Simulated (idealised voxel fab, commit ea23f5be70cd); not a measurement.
process module | voxel self aligned vias
cross-section cut | 245 nm wide | cells 5 nm
A cross-section is a grid of square cells, given in bands from the top down. A band is one or more rows of cells.
Each band's line starts with the height of the band's top and of its bottom, in nm. Then come its materials from left to right, each with its width in nm. One material with "throughout" fills the band from edge to edge. "air" is empty space.
Height 0 is the level under which the wafer as received is all one material. The lowest band goes on downwards, as in "0 down".
A width such as "30 to 40" changes by the same amount from each row of cells to the next, from the band's top row to its bottom row.
"no change" after a step means that no cell of the cross-section changed.
closed voids: empty space of 8 cells or more with no open way to the top, each as width x height at its distance from the left edge, in nm
after a step's settings: what the simulator itself notes on the step
overlay nm, on a step with a mask: how far to the right of its planned place the mask lay; to the left if negative
plan
1 op RECEIVE | material Si
2 op CONFORMAL_DEP | material SiO2 | thk nm 15
3 op CONFORMAL_DEP | material SiCN | thk nm 5
4 op DIRECTIONAL_DEP | material SiO2 | thk nm 25
5 op MASKED_ETCH | tone open | mask id LINES | width nm 25 | pitch nm 65 | etch materials SiO2 | depth nm 25 | overlay nm 0
6 op CONFORMAL_DEP | material TiN | thk nm 5
7 op FILL_DEP | material Ru | thk nm 5
8 op CMP | height nm 45
9 op SELECTIVE_ETCH | etch materials W Ru TiN | depth nm 5
10 op FILL_DEP | material SiN | thk nm 5
11 op CMP | height nm 45
12 op DIRECTIONAL_DEP | material SiO2 | thk nm 15
13 op DIRECTIONAL_DEP | material aC | thk nm 10
14 op PATTERN | tone open | mask id VIAS | material resist | width nm 45 | pitch nm 130 | thk nm 25 | overlay nm 0
15 op DIRECTIONAL_ETCH | etch materials aC | depth nm 10
16 op STRIP | etch materials resist
17 op DIRECTIONAL_ETCH | etch materials SiO2 | depth nm 15
18 op DIRECTIONAL_ETCH | etch materials SiN | depth nm 5
19 op STRIP | etch materials aC
20 op CONFORMAL_DEP | material TiN | thk nm 5
21 op FILL_DEP | material Ru | thk nm 10
22 op CMP | height nm 60
23 op CONFORMAL_DEP | material SiN | thk nm 5
first wafer, as planned
as received, after step 1
  0 down: Si throughout
  closed voids: none
after step 2
  15 to 0: SiO2 throughout
  below 0: unchanged
after step 3
  20 to 15: SiCN throughout
  below 15: unchanged
after step 4
  45 to 20: SiO2 throughout
  below 20: unchanged
after step 5
  45 to 20: SiO2 45 | air 25 | SiO2 40 | air 25 | SiO2 40 | air 25 | SiO2 45
  below 20: unchanged
after step 6
  50 to 45: TiN 50 | air 15 | TiN 50 | air 15 | TiN 50 | air 15 | TiN 50
  45 to 25: SiO2 45 | TiN 5 | air 15 | TiN 5 | SiO2 40 | TiN 5 | air 15 | TiN 5 | SiO2 40 | TiN 5 | air 15 | TiN 5 | SiO2 45
  25 to 20: SiO2 45 | TiN 25 | SiO2 40 | TiN 25 | SiO2 40 | TiN 25 | SiO2 45
  below 20: unchanged
after step 7
  55 to 50: Ru throughout
  50 to 45: TiN 50 | Ru 15 | TiN 50 | Ru 15 | TiN 50 | Ru 15 | TiN 50
  45 to 25: SiO2 45 | TiN 5 | Ru 15 | TiN 5 | SiO2 40 | TiN 5 | Ru 15 | TiN 5 | SiO2 40 | TiN 5 | Ru 15 | TiN 5 | SiO2 45
  below 25: unchanged
after step 8
  45 to 25: SiO2 45 | TiN 5 | Ru 15 | TiN 5 | SiO2 40 | TiN 5 | Ru 15 | TiN 5 | SiO2 40 | TiN 5 | Ru 15 | TiN 5 | SiO2 45
  below 25: unchanged
after step 9
  45 to 40: SiO2 45 | air 25 | SiO2 40 | air 25 | SiO2 40 | air 25 | SiO2 45
  below 40: unchanged
after step 10
  50 to 45: SiN throughout
  45 to 40: SiO2 45 | SiN 25 | SiO2 40 | SiN 25 | SiO2 40 | SiN 25 | SiO2 45
  below 40: unchanged
after step 11
  45 to 40: SiO2 45 | SiN 25 | SiO2 40 | SiN 25 | SiO2 40 | SiN 25 | SiO2 45
  below 40: unchanged
after step 12
  60 to 45: SiO2 throughout
  below 45: unchanged
after step 13
  70 to 60: aC throughout
  below 60: unchanged
after step 14
  95 to 70: resist 35 | air 45 | resist 85 | air 45 | resist 35
  below 70: unchanged
after step 15
  85 to 70: resist 35 | air 45 | resist 85 | air 45 | resist 35
  70 to 60: aC 35 | air 45 | aC 85 | air 45 | aC 35
  below 60: unchanged
after step 16
  70 to 60: aC 35 | air 45 | aC 85 | air 45 | aC 35
  below 60: unchanged
after step 17
  70 to 60: aC 35 | air 45 | aC 85 | air 45 | aC 35
  60 to 45: SiO2 35 | air 45 | SiO2 85 | air 45 | SiO2 35
  below 45: unchanged
after step 18
  70 to 60: aC 35 | air 45 | aC 85 | air 45 | aC 35
  60 to 45: SiO2 35 | air 45 | SiO2 85 | air 45 | SiO2 35
  45 to 40: SiO2 45 | air 25 | SiO2 40 | SiN 25 | SiO2 40 | air 25 | SiO2 45
  below 40: unchanged
after step 19
  60 to 45: SiO2 35 | air 45 | SiO2 85 | air 45 | SiO2 35
  below 45: unchanged
after step 20
  65 to 60: TiN 40 | air 35 | TiN 95 | air 35 | TiN 40
  60 to 50: SiO2 35 | TiN 5 | air 35 | TiN 5 | SiO2 85 | TiN 5 | air 35 | TiN 5 | SiO2 35
  50 to 45: SiO2 35 | TiN 15 | air 15 | TiN 15 | SiO2 85 | TiN 15 | air 15 | TiN 15 | SiO2 35
  45 to 40: SiO2 45 | TiN 25 | SiO2 40 | SiN 25 | SiO2 40 | TiN 25 | SiO2 45
  below 40: unchanged
after step 21
  75 to 65: Ru throughout
  65 to 60: TiN 40 | Ru 35 | TiN 95 | Ru 35 | TiN 40
  60 to 50: SiO2 35 | TiN 5 | Ru 35 | TiN 5 | SiO2 85 | TiN 5 | Ru 35 | TiN 5 | SiO2 35
  50 to 45: SiO2 35 | TiN 15 | Ru 15 | TiN 15 | SiO2 85 | TiN 15 | Ru 15 | TiN 15 | SiO2 35
  below 45: unchanged
after step 22
  60 to 50: SiO2 35 | TiN 5 | Ru 35 | TiN 5 | SiO2 85 | TiN 5 | Ru 35 | TiN 5 | SiO2 35
  below 50: unchanged
after step 23
  65 to 60: SiN throughout
  below 60: unchanged
second wafer: like start, like plan, one mistake. Through step 2 it matches the first wafer
when step 3 should have ended: no change
when step 4 should have ended
  40 to 0: SiO2 throughout
  below 0: unchanged
when step 5 should have ended
  40 to 15: SiO2 45 | air 25 | SiO2 40 | air 25 | SiO2 40 | air 25 | SiO2 45
  below 15: unchanged
when step 6 should have ended
  45 to 40: TiN 50 | air 15 | TiN 50 | air 15 | TiN 50 | air 15 | TiN 50
  40 to 20: SiO2 45 | TiN 5 | air 15 | TiN 5 | SiO2 40 | TiN 5 | air 15 | TiN 5 | SiO2 40 | TiN 5 | air 15 | TiN 5 | SiO2 45
  20 to 15: SiO2 45 | TiN 25 | SiO2 40 | TiN 25 | SiO2 40 | TiN 25 | SiO2 45
  below 15: unchanged
when step 7 should have ended
  50 to 45: Ru throughout
  45 to 40: TiN 50 | Ru 15 | TiN 50 | Ru 15 | TiN 50 | Ru 15 | TiN 50
  40 to 20: SiO2 45 | TiN 5 | Ru 15 | TiN 5 | SiO2 40 | TiN 5 | Ru 15 | TiN 5 | SiO2 40 | TiN 5 | Ru 15 | TiN 5 | SiO2 45
  below 20: unchanged
when step 8 should have ended
  45 to 40: TiN 50 | Ru 15 | TiN 50 | Ru 15 | TiN 50 | Ru 15 | TiN 50
  below 40: unchanged
when step 9 should have ended
  40 to 20: SiO2 45 | TiN 5 | Ru 15 | TiN 5 | SiO2 40 | TiN 5 | Ru 15 | TiN 5 | SiO2 40 | TiN 5 | Ru 15 | TiN 5 | SiO2 45
  below 20: unchanged
when step 10 should have ended
  45 to 40: SiN throughout
  below 40: unchanged
when step 11 should have ended: no change
when step 12 should have ended
  60 to 45: SiO2 throughout
  below 45: unchanged
when step 13 should have ended
  70 to 60: aC throughout
  below 60: unchanged
when step 14 should have ended
  95 to 70: resist 35 | air 45 | resist 85 | air 45 | resist 35
  below 70: unchanged
when step 15 should have ended
  85 to 70: resist 35 | air 45 | resist 85 | air 45 | resist 35
  70 to 60: aC 35 | air 45 | aC 85 | air 45 | aC 35
  below 60: unchanged
when step 16 should have ended
  70 to 60: aC 35 | air 45 | aC 85 | air 45 | aC 35
  below 60: unchanged
when step 17 should have ended
  70 to 60: aC 35 | air 45 | aC 85 | air 45 | aC 35
  60 to 45: SiO2 35 | air 45 | SiO2 85 | air 45 | SiO2 35
  below 45: unchanged
when step 18 should have ended
  70 to 60: aC 35 | air 45 | aC 85 | air 45 | aC 35
  60 to 45: SiO2 35 | air 45 | SiO2 85 | air 45 | SiO2 35
  45 to 40: SiN 35 | air 45 | SiN 85 | air 45 | SiN 35
  below 40: unchanged
when step 19 should have ended
  60 to 45: SiO2 35 | air 45 | SiO2 85 | air 45 | SiO2 35
  below 45: unchanged
when step 20 should have ended
  65 to 60: TiN 40 | air 35 | TiN 95 | air 35 | TiN 40
  60 to 45: SiO2 35 | TiN 5 | air 35 | TiN 5 | SiO2 85 | TiN 5 | air 35 | TiN 5 | SiO2 35
  45 to 40: SiN 35 | TiN 45 | SiN 85 | TiN 45 | SiN 35
  below 40: unchanged
when step 21 should have ended
  75 to 65: Ru throughout
  65 to 60: TiN 40 | Ru 35 | TiN 95 | Ru 35 | TiN 40
  60 to 45: SiO2 35 | TiN 5 | Ru 35 | TiN 5 | SiO2 85 | TiN 5 | Ru 35 | TiN 5 | SiO2 35
  below 45: unchanged
when step 22 should have ended
  60 to 45: SiO2 35 | TiN 5 | Ru 35 | TiN 5 | SiO2 85 | TiN 5 | Ru 35 | TiN 5 | SiO2 35
  below 45: unchanged
when step 23 should have ended
  65 to 60: SiN throughout
  below 60: unchanged
what went wrong: step 3 was left out
at the end the second wafer has, in cells: 17 more of Ru | 49 fewer of SiCN | 26 more of SiN | 6 more of TiN
